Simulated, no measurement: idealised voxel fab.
Module name: voxel wiring stack (process module)
It is cross-section cut that appears here, measuring 230 nm in width, its square cells being 5 nm in size.
A cross-section is a grid of square cells, given in bands from the top down. A band is one or more rows of cells.
Heads up on the band format: heights come first, top then bottom, in nm. After that it's the materials left to right, each with its width in nm. A single material flagged "all across" fills the whole band edge to edge, and "empty" means there's empty space there.
Where do heights start? At 0: under that level the wafer as delivered is made of one material only. And the lowest band has no floor; it just carries on downward, as in "0 down".
When a width is written as two numbers, as in "30->40", the first number is the width in the top row of cells of the band and the second is the width in its bottom row, and the width changes by the same amount from each row to the next.
The cross-section has no changed cell in any step marked "nothing was modified".
Entry "Enclosed cavities" = empty spaces >= 8 cells with no open way to the top; each as width x height at distance, distance from left edge, all nm.
Post-settings text on a step line: simulator's own remark regarding the step.
The line of a step may include "overlay nm". On a step with a mask, this value is how far to the right of its planned place the mask lay. A negative value means the mask lay to the left.

Set out below are the planned steps of the process:
step 1: RECEIVE, material Si
step 2: CONFORMAL_DEP, material SiO2, thk nm 10
step 3: CONFORMAL_DEP, material SiCN, thk nm 5
step 4: DIRECTIONAL_DEP, material SiO2, thk nm 15
step 5: MASKED_ETCH, tone open, mask id METAL_1, width nm 20, pitch nm 35, etch materials SiO2, depth nm 15, overlay nm 0
step 6: MASKED_ETCH, tone open, mask id METAL_1, width nm 20, pitch nm 35, etch materials SiCN, depth nm 5, overlay nm 0
step 7: CONFORMAL_DEP, material TiN, thk nm 5
step 8: FILL_DEP, material W, thk nm 5
step 9: CMP, height nm 30
step 10: EPI, material Ru, thk nm 5
step 11: FILL_DEP, material SiCN, thk nm 5
step 12: DIRECTIONAL_DEP, material lowk, thk nm 20
step 13: MASKED_ETCH, tone open, mask id PLUG_1, width nm 15, pitch nm 35, etch materials lowk, depth nm 20, overlay nm 0
step 14: MASKED_ETCH, tone open, mask id PLUG_1, width nm 15, pitch nm 35, etch materials SiCN, depth nm 5, overlay nm 0
step 15: CONFORMAL_DEP, material TiN, thk nm 5
step 16: FILL_DEP, material Cu, thk nm 10
step 17: CMP, height nm 60
step 18: DIRECTIONAL_DEP, material TiN, thk nm 5
step 19: DIRECTIONAL_DEP, material W, thk nm 20
step 20: PATTERN, tone cover, mask id METAL_2, material resist, width nm 20, pitch nm 35, thk nm 15, overlay nm 0
step 21: DIRECTIONAL_ETCH, etch materials W, depth nm 20
step 22: DIRECTIONAL_ETCH, etch materials TiN, depth nm 5
step 23: STRIP, etch materials resist
step 24: FILL_DEP, material lowk, thk nm 10
step 25: CMP, height nm 85
step 26: CONFORMAL_DEP, material SiCN, thk nm 5
step 27: DIRECTIONAL_DEP, material SiO2, thk nm 30
step 28: DIRECTIONAL_DEP, material aC, thk nm 10
step 29: PATTERN, tone open, mask id METAL_3_HOLES, material resist, width nm 15, pitch nm 70, thk nm 25, overlay nm 0
step 30: DIRECTIONAL_ETCH, etch materials aC, depth nm 10
step 31: STRIP, etch materials resist
step 32: DIRECTIONAL_ETCH, etch materials SiO2, depth nm 30
step 33: STRIP, etch materials aC
step 34: PATTERN, tone open, mask id METAL_3, material resist, width nm 20, pitch nm 35, thk nm 20, overlay nm 0
step 35: DIRECTIONAL_ETCH, etch materials SiO2, depth nm 15
step 36: DIRECTIONAL_ETCH, etch materials SiCN, depth nm 5
step 37: STRIP, etch materials resist
step 38: CONFORMAL_DEP, material TiN, thk nm 5
step 39: FILL_DEP, material Cu, thk nm 5
step 40: CMP, height nm 120
step 41: CONFORMAL_DEP, material SiCN, thk nm 5

First wafer, two in total, run as planned:

Cross-section of the wafer as it came to us, i.e., already through step 1:
- 0 down: Si all across
- Enclosed cavities: none

State of the wafer after step 2, shown in cross-section:
- 10 to 0: SiO2 all across
- Everything under 0 stays put, no change at all.

State of the wafer after step 3, shown in cross-section:
- 15 to 10: SiCN all across
- Everything under 10 stays put, no change at all.

State of the wafer after step 4, shown in cross-section:
- 30 to 15: SiO2 all across
- Everything under 15 stays put, no change at all.

State of the wafer after step 5, shown in cross-section:
- 30 to 15: SiO2=50  empty=20  SiO2=15  empty=20  SiO2=15  empty=20  SiO2=15  empty=20  SiO2=55
- Everything under 15 stays put, no change at all.

State of the wafer after step 6, shown in cross-section:
- 30 to 15: SiO2=50  empty=20  SiO2=15  empty=20  SiO2=15  empty=20  SiO2=15  empty=20  SiO2=55
- 15 to 10: SiCN=50  empty=20  SiCN=15  empty=20  SiCN=15  empty=20  SiCN=15  empty=20  SiCN=55
- Everything under 10 stays put, no change at all.

State of the wafer after step 7, shown in cross-section:
- 35 to 30: TiN=55  empty=10  TiN=25  empty=10  TiN=25  empty=10  TiN=25  empty=10  TiN=60
- 30 to 15: SiO2=50  TiN=5  empty=10  TiN=5  SiO2=15  TiN=5  empty=10  TiN=5  SiO2=15  TiN=5  empty=10  TiN=5  SiO2=15  TiN=5  empty=10  TiN=5  SiO2=55
- 15 to 10: SiCN=50  TiN=20  SiCN=15  TiN=20  SiCN=15  TiN=20  SiCN=15  TiN=20  SiCN=55
- Everything under 10 stays put, no change at all.

State of the wafer after step 8, shown in cross-section:
- 40 to 35: W all across
- 35 to 30: TiN=55  W=10  TiN=25  W=10  TiN=25  W=10  TiN=25  W=10  TiN=60
- 30 to 15: SiO2=50  TiN=5  W=10  TiN=5  SiO2=15  TiN=5  W=10  TiN=5  SiO2=15  TiN=5  W=10  TiN=5  SiO2=15  TiN=5  W=10  TiN=5  SiO2=55
- Everything under 15 stays put, no change at all.

State of the wafer after step 9, shown in cross-section:
- 30 to 15: SiO2=50  TiN=5  W=10  TiN=5  SiO2=15  TiN=5  W=10  TiN=5  SiO2=15  TiN=5  W=10  TiN=5  SiO2=15  TiN=5  W=10  TiN=5  SiO2=55
- Everything under 15 stays put, no change at all.

State of the wafer after step 10, shown in cross-section:
- 35 to 30: empty=45  Ru=30  empty=5  Ru=30  empty=5  Ru=30  empty=5  Ru=30  empty=50
- Everything under 30 stays put, no change at all.

State of the wafer after step 11, shown in cross-section:
- 40 to 35: SiCN all across
- 35 to 30: SiCN=45  Ru=30  SiCN=5  Ru=30  SiCN=5  Ru=30  SiCN=5  Ru=30  SiCN=50
- Everything under 30 stays put, no change at all.

State of the wafer after step 12, shown in cross-section:
- 60 to 40: lowk all across
- Everything under 40 stays put, no change at all.

State of the wafer after step 13, shown in cross-section:
- 60 to 40: lowk=50  empty=15  lowk=20  empty=15  lowk=20  empty=15  lowk=20  empty=15  lowk=60
- Everything under 40 stays put, no change at all.

State of the wafer after step 14, shown in cross-section:
- 60 to 40: lowk=50  empty=15  lowk=20  empty=15  lowk=20  empty=15  lowk=20  empty=15  lowk=60
- 40 to 35: SiCN=50  empty=15  SiCN=20  empty=15  SiCN=20  empty=15  SiCN=20  empty=15  SiCN=60
- Everything under 35 stays put, no change at all.

State of the wafer after step 15, shown in cross-section:
- 65 to 60: TiN=55  empty=5  TiN=30  empty=5  TiN=30  empty=5  TiN=30  empty=5  TiN=65
- 60 to 40: lowk=50  TiN=5  empty=5  TiN=5  lowk=20  TiN=5  empty=5  TiN=5  lowk=20  TiN=5  empty=5  TiN=5  lowk=20  TiN=5  empty=5  TiN=5  lowk=60
- 40 to 35: SiCN=50  TiN=15  SiCN=20  TiN=15  SiCN=20  TiN=15  SiCN=20  TiN=15  SiCN=60
- Everything under 35 stays put, no change at all.

State of the wafer after step 16, shown in cross-section:
- 75 to 65: Cu all across
- 65 to 60: TiN=55  Cu=5  TiN=30  Cu=5  TiN=30  Cu=5  TiN=30  Cu=5  TiN=65
- 60 to 40: lowk=50  TiN=5  Cu=5  TiN=5  lowk=20  TiN=5  Cu=5  TiN=5  lowk=20  TiN=5  Cu=5  TiN=5  lowk=20  TiN=5  Cu=5  TiN=5  lowk=60
- Everything under 40 stays put, no change at all.

State of the wafer after step 17, shown in cross-section:
- 60 to 40: lowk=50  TiN=5  Cu=5  TiN=5  lowk=20  TiN=5  Cu=5  TiN=5  lowk=20  TiN=5  Cu=5  TiN=5  lowk=20  TiN=5  Cu=5  TiN=5  lowk=60
- Everything under 40 stays put, no change at all.

State of the wafer after step 18, shown in cross-section:
- 65 to 60: TiN all across
- Everything under 60 stays put, no change at all.

State of the wafer after step 19, shown in cross-section:
- 85 to 65: W all across
- Everything under 65 stays put, no change at all.

State of the wafer after step 20, shown in cross-section:
- 100 to 85: empty=50  resist=20  empty=15  resist=20  empty=15  resist=20  empty=15  resist=20  empty=55
- Everything under 85 stays put, no change at all.

State of the wafer after step 21, shown in cross-section:
- 100 to 85: empty=50  resist=20  empty=15  resist=20  empty=15  resist=20  empty=15  resist=20  empty=55
- 85 to 65: empty=50  W=20  empty=15  W=20  empty=15  W=20  empty=15  W=20  empty=55
- Everything under 65 stays put, no change at all.

State of the wafer after step 22, shown in cross-section:
- 100 to 85: empty=50  resist=20  empty=15  resist=20  empty=15  resist=20  empty=15  resist=20  empty=55
- 85 to 65: empty=50  W=20  empty=15  W=20  empty=15  W=20  empty=15  W=20  empty=55
- 65 to 60: empty=50  TiN=20  empty=15  TiN=20  empty=15  TiN=20  empty=15  TiN=20  empty=55
- Everything under 60 stays put, no change at all.

State of the wafer after step 23, shown in cross-section:
- 85 to 65: empty=50  W=20  empty=15  W=20  empty=15  W=20  empty=15  W=20  empty=55
- Everything under 65 stays put, no change at all.

State of the wafer after step 24, shown in cross-section:
- 95 to 85: lowk all across
- 85 to 65: lowk=50  W=20  lowk=15  W=20  lowk=15  W=20  lowk=15  W=20  lowk=55
- 65 to 60: lowk=50  TiN=20  lowk=15  TiN=20  lowk=15  TiN=20  lowk=15  TiN=20  lowk=55
- Everything under 60 stays put, no change at all.

State of the wafer after step 25, shown in cross-section:
- 85 to 65: lowk=50  W=20  lowk=15  W=20  lowk=15  W=20  lowk=15  W=20  lowk=55
- Everything under 65 stays put, no change at all.

State of the wafer after step 26, shown in cross-section:
- 90 to 85: SiCN all across
- Everything under 85 stays put, no change at all.

State of the wafer after step 27, shown in cross-section:
- 120 to 90: SiO2 all across
- Everything under 90 stays put, no change at all.

State of the wafer after step 28, shown in cross-section:
- 130 to 120: aC all across
- Everything under 120 stays put, no change at all.

State of the wafer after step 29, shown in cross-section:
- 155 to 130: resist=50  empty=15  resist=55  empty=15  resist=95
- Everything under 130 stays put, no change at all.

State of the wafer after step 30, shown in cross-section:
- 145 to 130: resist=50  empty=15  resist=55  empty=15  resist=95
- 130 to 120: aC=50  empty=15  aC=55  empty=15  aC=95
- Everything under 120 stays put, no change at all.

State of the wafer after step 31, shown in cross-section:
- 130 to 120: aC=50  empty=15  aC=55  empty=15  aC=95
- Everything under 120 stays put, no change at all.

State of the wafer after step 32, shown in cross-section:
- 130 to 120: aC=50  empty=15  aC=55  empty=15  aC=95
- 120 to 90: SiO2=50  empty=15  SiO2=55  empty=15  SiO2=95
- Everything under 90 stays put, no change at all.

State of the wafer after step 33, shown in cross-section:
- 120 to 90: SiO2=50  empty=15  SiO2=55  empty=15  SiO2=95
- Everything under 90 stays put, no change at all.

State of the wafer after step 34, shown in cross-section:
- 140 to 120: resist=50  empty=20  resist=15  empty=20  resist=15  empty=20  resist=15  empty=20  resist=55
- Everything under 120 stays put, no change at all.

State of the wafer after step 35, shown in cross-section:
- 140 to 120: resist=50  empty=20  resist=15  empty=20  resist=15  empty=20  resist=15  empty=20  resist=55
- 120 to 105: SiO2=50  empty=20  SiO2=15  empty=20  SiO2=15  empty=20  SiO2=15  empty=20  SiO2=55
- Everything under 105 stays put, no change at all.

State of the wafer after step 36, shown in cross-section:
- 140 to 120: resist=50  empty=20  resist=15  empty=20  resist=15  empty=20  resist=15  empty=20  resist=55
- 120 to 105: SiO2=50  empty=20  SiO2=15  empty=20  SiO2=15  empty=20  SiO2=15  empty=20  SiO2=55
- 105 to 90: SiO2=50  empty=15  SiO2=55  empty=15  SiO2=95
- 90 to 85: SiCN=50  empty=15  SiCN=55  empty=15  SiCN=95
- Everything under 85 stays put, no change at all.

State of the wafer after step 37, shown in cross-section:
- 120 to 105: SiO2=50  empty=20  SiO2=15  empty=20  SiO2=15  empty=20  SiO2=15  empty=20  SiO2=55
- Everything under 105 stays put, no change at all.

State of the wafer after step 38, shown in cross-section:
- 125 to 120: TiN=55  empty=10  TiN=25  empty=10  TiN=25  empty=10  TiN=25  empty=10  TiN=60
- 120 to 110: SiO2=50  TiN=5  empty=10  TiN=5  SiO2=15  TiN=5  empty=10  TiN=5  SiO2=15  TiN=5  empty=10  TiN=5  SiO2=15  TiN=5  empty=10  TiN=5  SiO2=55
- 110 to 105: SiO2=50  TiN=5  empty=5  TiN=10  SiO2=15  TiN=20  SiO2=15  TiN=5  empty=5  TiN=10  SiO2=15  TiN=20  SiO2=55
- 105 to 90: SiO2=50  TiN=5  empty=5  TiN=5  SiO2=55  TiN=5  empty=5  TiN=5  SiO2=95
- 90 to 85: SiCN=50  TiN=15  SiCN=55  TiN=15  SiCN=95
- Everything under 85 stays put, no change at all.

State of the wafer after step 39, shown in cross-section:
- 130 to 125: Cu all across
- 125 to 120: TiN=55  Cu=10  TiN=25  Cu=10  TiN=25  Cu=10  TiN=25  Cu=10  TiN=60
- 120 to 110: SiO2=50  TiN=5  Cu=10  TiN=5  SiO2=15  TiN=5  Cu=10  TiN=5  SiO2=15  TiN=5  Cu=10  TiN=5  SiO2=15  TiN=5  Cu=10  TiN=5  SiO2=55
- 110 to 105: SiO2=50  TiN=5  Cu=5  TiN=10  SiO2=15  TiN=20  SiO2=15  TiN=5  Cu=5  TiN=10  SiO2=15  TiN=20  SiO2=55
- 105 to 90: SiO2=50  TiN=5  Cu=5  TiN=5  SiO2=55  TiN=5  Cu=5  TiN=5  SiO2=95
- Everything under 90 stays put, no change at all.

State of the wafer after step 40, shown in cross-section:
- 120 to 110: SiO2=50  TiN=5  Cu=10  TiN=5  SiO2=15  TiN=5  Cu=10  TiN=5  SiO2=15  TiN=5  Cu=10  TiN=5  SiO2=15  TiN=5  Cu=10  TiN=5  SiO2=55
- Everything under 110 stays put, no change at all.

State of the wafer after step 41, shown in cross-section:
- 125 to 120: SiCN all across
- Everything under 120 stays put, no change at all.

Wafer two. Same start, same plan, one slip in execution. Same as wafer one through step 4, inclusive:

What the second wafer looks like in cross-section when step 5 should have wrapped up:
- 30 to 15: empty=50  SiO2=20  empty=15  SiO2=20  empty=15  SiO2=20  empty=15  SiO2=20  empty=55
- Everything under 15 stays put, no change at all.

What the second wafer looks like in cross-section when step 6 should have wrapped up: nothing was modified

What the second wafer looks like in cross-section when step 7 should have wrapped up:
- 35 to 30: empty=45  TiN=30  empty=5  TiN=30  empty=5  TiN=30  empty=5  TiN=30  empty=50
- 30 to 20: empty=45  TiN=5  SiO2=20  TiN=5  empty=5  TiN=5  SiO2=20  TiN=5  empty=5  TiN=5  SiO2=20  TiN=5  empty=5  TiN=5  SiO2=20  TiN=5  empty=50
- 20 to 15: TiN=50  SiO2=20  TiN=15  SiO2=20  TiN=15  SiO2=20  TiN=15  SiO2=20  TiN=55
- Everything under 15 stays put, no change at all.

What the second wafer looks like in cross-section when step 8 should have wrapped up:
- 40 to 35: W all across
- 35 to 30: W=45  TiN=30  W=5  TiN=30  W=5  TiN=30  W=5  TiN=30  W=50
- 30 to 20: W=45  TiN=5  SiO2=20  TiN=5  W=5  TiN=5  SiO2=20  TiN=5  W=5  TiN=5  SiO2=20  TiN=5  W=5  TiN=5  SiO2=20  TiN=5  W=50
- Everything under 20 stays put, no change at all.

What the second wafer looks like in cross-section when step 9 should have wrapped up:
- 30 to 20: W=45  TiN=5  SiO2=20  TiN=5  W=5  TiN=5  SiO2=20  TiN=5  W=5  TiN=5  SiO2=20  TiN=5  W=5  TiN=5  SiO2=20  TiN=5  W=50
- Everything under 20 stays put, no change at all.

What the second wafer looks like in cross-section when step 10 should have wrapped up:
- 35 to 30: Ru=55  empty=10  Ru=25  empty=10  Ru=25  empty=10  Ru=25  empty=10  Ru=60
- Everything under 30 stays put, no change at all.

What the second wafer looks like in cross-section when step 11 should have wrapped up:
- 40 to 35: SiCN all across
- 35 to 30: Ru=55  SiCN=10  Ru=25  SiCN=10  Ru=25  SiCN=10  Ru=25  SiCN=10  Ru=60
- Everything under 30 stays put, no change at all.

What the second wafer looks like in cross-section when step 12 should have wrapped up:
- 60 to 40: lowk all across
- Everything under 40 stays put, no change at all.

What the second wafer looks like in cross-section when step 13 should have wrapped up:
- 60 to 40: lowk=50  empty=15  lowk=20  empty=15  lowk=20  empty=15  lowk=20  empty=15  lowk=60
- Everything under 40 stays put, no change at all.

What the second wafer looks like in cross-section when step 14 should have wrapped up:
- 60 to 40: lowk=50  empty=15  lowk=20  empty=15  lowk=20  empty=15  lowk=20  empty=15  lowk=60
- 40 to 35: SiCN=50  empty=15  SiCN=20  empty=15  SiCN=20  empty=15  SiCN=20  empty=15  SiCN=60
- Everything under 35 stays put, no change at all.

What the second wafer looks like in cross-section when step 15 should have wrapped up:
- 65 to 60: TiN=55  empty=5  TiN=30  empty=5  TiN=30  empty=5  TiN=30  empty=5  TiN=65
- 60 to 40: lowk=50  TiN=5  empty=5  TiN=5  lowk=20  TiN=5  empty=5  TiN=5  lowk=20  TiN=5  empty=5  TiN=5  lowk=20  TiN=5  empty=5  TiN=5  lowk=60
- 40 to 35: SiCN=50  TiN=15  SiCN=20  TiN=15  SiCN=20  TiN=15  SiCN=20  TiN=15  SiCN=60
- Everything under 35 stays put, no change at all.

What the second wafer looks like in cross-section when step 16 should have wrapped up:
- 75 to 65: Cu all across
- 65 to 60: TiN=55  Cu=5  TiN=30  Cu=5  TiN=30  Cu=5  TiN=30  Cu=5  TiN=65
- 60 to 40: lowk=50  TiN=5  Cu=5  TiN=5  lowk=20  TiN=5  Cu=5  TiN=5  lowk=20  TiN=5  Cu=5  TiN=5  lowk=20  TiN=5  Cu=5  TiN=5  lowk=60
- Everything under 40 stays put, no change at all.

What the second wafer looks like in cross-section when step 17 should have wrapped up:
- 60 to 40: lowk=50  TiN=5  Cu=5  TiN=5  lowk=20  TiN=5  Cu=5  TiN=5  lowk=20  TiN=5  Cu=5  TiN=5  lowk=20  TiN=5  Cu=5  TiN=5  lowk=60
- Everything under 40 stays put, no change at all.

What the second wafer looks like in cross-section when step 18 should have wrapped up:
- 65 to 60: TiN all across
- Everything under 60 stays put, no change at all.

What the second wafer looks like in cross-section when step 19 should have wrapped up:
- 85 to 65: W all across
- Everything under 65 stays put, no change at all.

What the second wafer looks like in cross-section when step 20 should have wrapped up:
- 100 to 85: empty=50  resist=20  empty=15  resist=20  empty=15  resist=20  empty=15  resist=20  empty=55
- Everything under 85 stays put, no change at all.

What the second wafer looks like in cross-section when step 21 should have wrapped up:
- 100 to 85: empty=50  resist=20  empty=15  resist=20  empty=15  resist=20  empty=15  resist=20  empty=55
- 85 to 65: empty=50  W=20  empty=15  W=20  empty=15  W=20  empty=15  W=20  empty=55
- Everything under 65 stays put, no change at all.

What the second wafer looks like in cross-section when step 22 should have wrapped up:
- 100 to 85: empty=50  resist=20  empty=15  resist=20  empty=15  resist=20  empty=15  resist=20  empty=55
- 85 to 65: empty=50  W=20  empty=15  W=20  empty=15  W=20  empty=15  W=20  empty=55
- 65 to 60: empty=50  TiN=20  empty=15  TiN=20  empty=15  TiN=20  empty=15  TiN=20  empty=55
- Everything under 60 stays put, no change at all.

What the second wafer looks like in cross-section when step 23 should have wrapped up:
- 85 to 65: empty=50  W=20  empty=15  W=20  empty=15  W=20  empty=15  W=20  empty=55
- Everything under 65 stays put, no change at all.

What the second wafer looks like in cross-section when step 24 should have wrapped up:
- 95 to 85: lowk all across
- 85 to 65: lowk=50  W=20  lowk=15  W=20  lowk=15  W=20  lowk=15  W=20  lowk=55
- 65 to 60: lowk=50  TiN=20  lowk=15  TiN=20  lowk=15  TiN=20  lowk=15  TiN=20  lowk=55
- Everything under 60 stays put, no change at all.

What the second wafer looks like in cross-section when step 25 should have wrapped up:
- 85 to 65: lowk=50  W=20  lowk=15  W=20  lowk=15  W=20  lowk=15  W=20  lowk=55
- Everything under 65 stays put, no change at all.

What the second wafer looks like in cross-section when step 26 should have wrapped up:
- 90 to 85: SiCN all across
- Everything under 85 stays put, no change at all.

What the second wafer looks like in cross-section when step 27 should have wrapped up:
- 120 to 90: SiO2 all across
- Everything under 90 stays put, no change at all.

What the second wafer looks like in cross-section when step 28 should have wrapped up:
- 130 to 120: aC all across
- Everything under 120 stays put, no change at all.

What the second wafer looks like in cross-section when step 29 should have wrapped up:
- 155 to 130: resist=50  empty=15  resist=55  empty=15  resist=95
- Everything under 130 stays put, no change at all.

What the second wafer looks like in cross-section when step 30 should have wrapped up:
- 145 to 130: resist=50  empty=15  resist=55  empty=15  resist=95
- 130 to 120: aC=50  empty=15  aC=55  empty=15  aC=95
- Everything under 120 stays put, no change at all.

What the second wafer looks like in cross-section when step 31 should have wrapped up:
- 130 to 120: aC=50  empty=15  aC=55  empty=15  aC=95
- Everything under 120 stays put, no change at all.

What the second wafer looks like in cross-section when step 32 should have wrapped up:
- 130 to 120: aC=50  empty=15  aC=55  empty=15  aC=95
- 120 to 90: SiO2=50  empty=15  SiO2=55  empty=15  SiO2=95
- Everything under 90 stays put, no change at all.

What the second wafer looks like in cross-section when step 33 should have wrapped up:
- 120 to 90: SiO2=50  empty=15  SiO2=55  empty=15  SiO2=95
- Everything under 90 stays put, no change at all.

What the second wafer looks like in cross-section when step 34 should have wrapped up:
- 140 to 120: resist=50  empty=20  resist=15  empty=20  resist=15  empty=20  resist=15  empty=20  resist=55
- Everything under 120 stays put, no change at all.

What the second wafer looks like in cross-section when step 35 should have wrapped up:
- 140 to 120: resist=50  empty=20  resist=15  empty=20  resist=15  empty=20  resist=15  empty=20  resist=55
- 120 to 105: SiO2=50  empty=20  SiO2=15  empty=20  SiO2=15  empty=20  SiO2=15  empty=20  SiO2=55
- Everything under 105 stays put, no change at all.

What the second wafer looks like in cross-section when step 36 should have wrapped up:
- 140 to 120: resist=50  empty=20  resist=15  empty=20  resist=15  empty=20  resist=15  empty=20  resist=55
- 120 to 105: SiO2=50  empty=20  SiO2=15  empty=20  SiO2=15  empty=20  SiO2=15  empty=20  SiO2=55
- 105 to 90: SiO2=50  empty=15  SiO2=55  empty=15  SiO2=95
- 90 to 85: SiCN=50  empty=15  SiCN=55  empty=15  SiCN=95
- Everything under 85 stays put, no change at all.

What the second wafer looks like in cross-section when step 37 should have wrapped up:
- 120 to 105: SiO2=50  empty=20  SiO2=15  empty=20  SiO2=15  empty=20  SiO2=15  empty=20  SiO2=55
- Everything under 105 stays put, no change at all.

What the second wafer looks like in cross-section when step 38 should have wrapped up:
- 125 to 120: TiN=55  empty=10  TiN=25  empty=10  TiN=25  empty=10  TiN=25  empty=10  TiN=60
- 120 to 110: SiO2=50  TiN=5  empty=10  TiN=5  SiO2=15  TiN=5  empty=10  TiN=5  SiO2=15  TiN=5  empty=10  TiN=5  SiO2=15  TiN=5  empty=10  TiN=5  SiO2=55
- 110 to 105: SiO2=50  TiN=5  empty=5  TiN=10  SiO2=15  TiN=20  SiO2=15  TiN=5  empty=5  TiN=10  SiO2=15  TiN=20  SiO2=55
- 105 to 90: SiO2=50  TiN=5  empty=5  TiN=5  SiO2=55  TiN=5  empty=5  TiN=5  SiO2=95
- 90 to 85: SiCN=50  TiN=15  SiCN=55  TiN=15  SiCN=95
- Everything under 85 stays put, no change at all.

What the second wafer looks like in cross-section when step 39 should have wrapped up:
- 130 to 125: Cu all across
- 125 to 120: TiN=55  Cu=10  TiN=25  Cu=10  TiN=25  Cu=10  TiN=25  Cu=10  TiN=60
- 120 to 110: SiO2=50  TiN=5  Cu=10  TiN=5  SiO2=15  TiN=5  Cu=10  TiN=5  SiO2=15  TiN=5  Cu=10  TiN=5  SiO2=15  TiN=5  Cu=10  TiN=5  SiO2=55
- 110 to 105: SiO2=50  TiN=5  Cu=5  TiN=10  SiO2=15  TiN=20  SiO2=15  TiN=5  Cu=5  TiN=10  SiO2=15  TiN=20  SiO2=55
- 105 to 90: SiO2=50  TiN=5  Cu=5  TiN=5  SiO2=55  TiN=5  Cu=5  TiN=5  SiO2=95
- Everything under 90 stays put, no change at all.

What the second wafer looks like in cross-section when step 40 should have wrapped up:
- 120 to 110: SiO2=50  TiN=5  Cu=10  TiN=5  SiO2=15  TiN=5  Cu=10  TiN=5  SiO2=15  TiN=5  Cu=10  TiN=5  SiO2=15  TiN=5  Cu=10  TiN=5  SiO2=55
- Everything under 110 stays put, no change at all.

What the second wafer looks like in cross-section when step 41 should have wrapped up:
- 125 to 120: SiCN all across
- Everything under 120 stays put, no change at all.
The plan and the run diverged here: step 5 was run on a setting that differed from the plan, and what really ran there is MASKED_ETCH, tone cover, mask id METAL_1, width nm 20, pitch nm 35, etch materials SiO2, depth nm 15, overlay nm 0
It is noted that, at the conclusion of processing, the second wafer exhibits a higher or lower cell count for certain materials relative to the first: +14 Ru | +2 SiCN | -42 SiO2 | +6 TiN | +20 W
